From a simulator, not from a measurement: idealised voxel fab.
Process module heading - voxel trench capacitor
The figure presents cross-section cut, which has a width of 200 nm and is divided into square cells with an edge length of 5 nm.
Format of a cross-section: grid, square cells. Given as bands. Order: top down. Band: one or more rows of cells. Heads up on the band format: heights come first, top then bottom, in nm. After that it's the materials left to right, each with its width in nm. A single material flagged "full width" fills the whole band edge to edge, and "empty" means there's empty space there. Height is counted from the level 0, under which the received wafer is composed throughout of one material. The lowest of the bands is not closed at the bottom but continues downward, in the notation "top 0, no bottom". Think of "30..40" as a width that walks from the first number to the second as you go down the band, top row to bottom row, taking equal-sized steps from row to row. A step reported as "no modification" is a step in which no cell of the cross-section changed. "Voids, fully enclosed" contains a list of empty spaces, each no smaller than 8 cells and without an open way to the top, written in the form width x height at distance with the distance from the left edge and all three in nm. The remark found on a step's line after its settings is issued by the simulator itself and pertains to that step. "overlay nm", when on a step's line for a step with a mask, measures how far to the right of its planned place the mask lay; a negative measure means to the left.

# The planned process steps are enumerated hereunder
1: RECEIVE (material Si)
2: CONFORMAL_DEP (material SiN; thk nm 5)
3: MASKED_ETCH (tone open; mask id TRENCH; width nm 15; pitch nm 45; etch materials SiN; depth nm 5; overlay nm 0)
4: MASKED_ETCH (tone open; mask id TRENCH; width nm 15; pitch nm 45; etch materials Si; depth nm 40; overlay nm 0)
5: CONFORMAL_DEP (material SiO2; thk nm 5)
6: FILL_DEP (material polySi; thk nm 5)
7: CMP (height nm 5)

# First wafer out of two, processed as planned

# The cross-section here shows the wafer as received, i.e. in its state after step 1
    top 0, no bottom = Si full width
    Voids, fully enclosed: none

# So this is the wafer cross-section right after step 2
    top 5, bottom 0 = SiN full width
    For the remainder of the cross-section, below 0, there is no change.

# So this is the wafer cross-section right after step 3
    top 5, bottom 0 = 45 SiN; 15 empty; 30 SiN; 15 empty; 30 SiN; 15 empty; 50 SiN
    For the remainder of the cross-section, below 0, there is no change.

# So this is the wafer cross-section right after step 4
    top 5, bottom 0 = 45 SiN; 15 empty; 30 SiN; 15 empty; 30 SiN; 15 empty; 50 SiN
    top 0, bottom -40 = 45 Si; 15 empty; 30 Si; 15 empty; 30 Si; 15 empty; 50 Si
    For the remainder of the cross-section, below -40, there is no change.

# So this is the wafer cross-section right after step 5
    top 10, bottom 5 = 50 SiO2; 5 empty; 40 SiO2; 5 empty; 40 SiO2; 5 empty; 55 SiO2
    top 5, bottom 0 = 45 SiN; 5 SiO2; 5 empty; 5 SiO2; 30 SiN; 5 SiO2; 5 empty; 5 SiO2; 30 SiN; 5 SiO2; 5 empty; 5 SiO2; 50 SiN
    top 0, bottom -35 = 45 Si; 5 SiO2; 5 empty; 5 SiO2; 30 Si; 5 SiO2; 5 empty; 5 SiO2; 30 Si; 5 SiO2; 5 empty; 5 SiO2; 50 Si
    top -35, bottom -40 = 45 Si; 15 SiO2; 30 Si; 15 SiO2; 30 Si; 15 SiO2; 50 Si
    For the remainder of the cross-section, below -40, there is no change.

# So this is the wafer cross-section right after step 6
    top 15, bottom 10 = polySi full width
    top 10, bottom 5 = 50 SiO2; 5 polySi; 40 SiO2; 5 polySi; 40 SiO2; 5 polySi; 55 SiO2
    top 5, bottom 0 = 45 SiN; 5 SiO2; 5 polySi; 5 SiO2; 30 SiN; 5 SiO2; 5 polySi; 5 SiO2; 30 SiN; 5 SiO2; 5 polySi; 5 SiO2; 50 SiN
    top 0, bottom -35 = 45 Si; 5 SiO2; 5 polySi; 5 SiO2; 30 Si; 5 SiO2; 5 polySi; 5 SiO2; 30 Si; 5 SiO2; 5 polySi; 5 SiO2; 50 Si
    For the remainder of the cross-section, below -35, there is no change.

# So this is the wafer cross-section right after step 7
    top 5, bottom 0 = 45 SiN; 5 SiO2; 5 polySi; 5 SiO2; 30 SiN; 5 SiO2; 5 polySi; 5 SiO2; 30 SiN; 5 SiO2; 5 polySi; 5 SiO2; 50 SiN
    For the remainder of the cross-section, below 0, there is no change.

# The remaining wafer, second of the two, started like the first and was run to the same plan, except that one mistake was made along the way; the two coincide through step 2, inclusive

# Cross-section of the second wafer at the time by which step 3 should have been completed according to the plan
    top 5, bottom 0 = 40 SiN; 25 empty; 20 SiN; 25 empty; 20 SiN; 25 empty; 45 SiN
    For the remainder of the cross-section, below 0, there is no change.

# Cross-section of the second wafer at the time by which step 4 should have been completed according to the plan
    top 5, bottom 0 = 40 SiN; 25 empty; 20 SiN; 25 empty; 20 SiN; 25 empty; 45 SiN
    top 0, bottom -40 = 45 Si; 15 empty; 30 Si; 15 empty; 30 Si; 15 empty; 50 Si
    For the remainder of the cross-section, below -40, there is no change.

# Cross-section of the second wafer at the time by which step 5 should have been completed according to the plan
    top 10, bottom 5 = 45 SiO2; 15 empty; 30 SiO2; 15 empty; 30 SiO2; 15 empty; 50 SiO2
    top 5, bottom 0 = 40 SiN; 10 SiO2; 5 empty; 10 SiO2; 20 SiN; 10 SiO2; 5 empty; 10 SiO2; 20 SiN; 10 SiO2; 5 empty; 10 SiO2; 45 SiN
    top 0, bottom -35 = 45 Si; 5 SiO2; 5 empty; 5 SiO2; 30 Si; 5 SiO2; 5 empty; 5 SiO2; 30 Si; 5 SiO2; 5 empty; 5 SiO2; 50 Si
    top -35, bottom -40 = 45 Si; 15 SiO2; 30 Si; 15 SiO2; 30 Si; 15 SiO2; 50 Si
    For the remainder of the cross-section, below -40, there is no change.

# Cross-section of the second wafer at the time by which step 6 should have been completed according to the plan
    top 15, bottom 10 = polySi full width
    top 10, bottom 5 = 45 SiO2; 15 polySi; 30 SiO2; 15 polySi; 30 SiO2; 15 polySi; 50 SiO2
    top 5, bottom 0 = 40 SiN; 10 SiO2; 5 polySi; 10 SiO2; 20 SiN; 10 SiO2; 5 polySi; 10 SiO2; 20 SiN; 10 SiO2; 5 polySi; 10 SiO2; 45 SiN
    top 0, bottom -35 = 45 Si; 5 SiO2; 5 polySi; 5 SiO2; 30 Si; 5 SiO2; 5 polySi; 5 SiO2; 30 Si; 5 SiO2; 5 polySi; 5 SiO2; 50 Si
    For the remainder of the cross-section, below -35, there is no change.

# Cross-section of the second wafer at the time by which step 7 should have been completed according to the plan
    top 5, bottom 0 = 40 SiN; 10 SiO2; 5 polySi; 10 SiO2; 20 SiN; 10 SiO2; 5 polySi; 10 SiO2; 20 SiN; 10 SiO2; 5 polySi; 10 SiO2; 45 SiN
    For the remainder of the cross-section, below 0, there is no change.
In executing the process, a mistake was made relative to the plan: step 3 went in with a setting other than planned; the actual run was MASKED_ETCH (tone open; mask id TRENCH; width nm 25; pitch nm 45; etch materials SiN; depth nm 5; overlay nm 0)
The second wafer ends with more or fewer cells of some materials than the first, per final count: 6 fewer of SiN | 6 more of SiO2
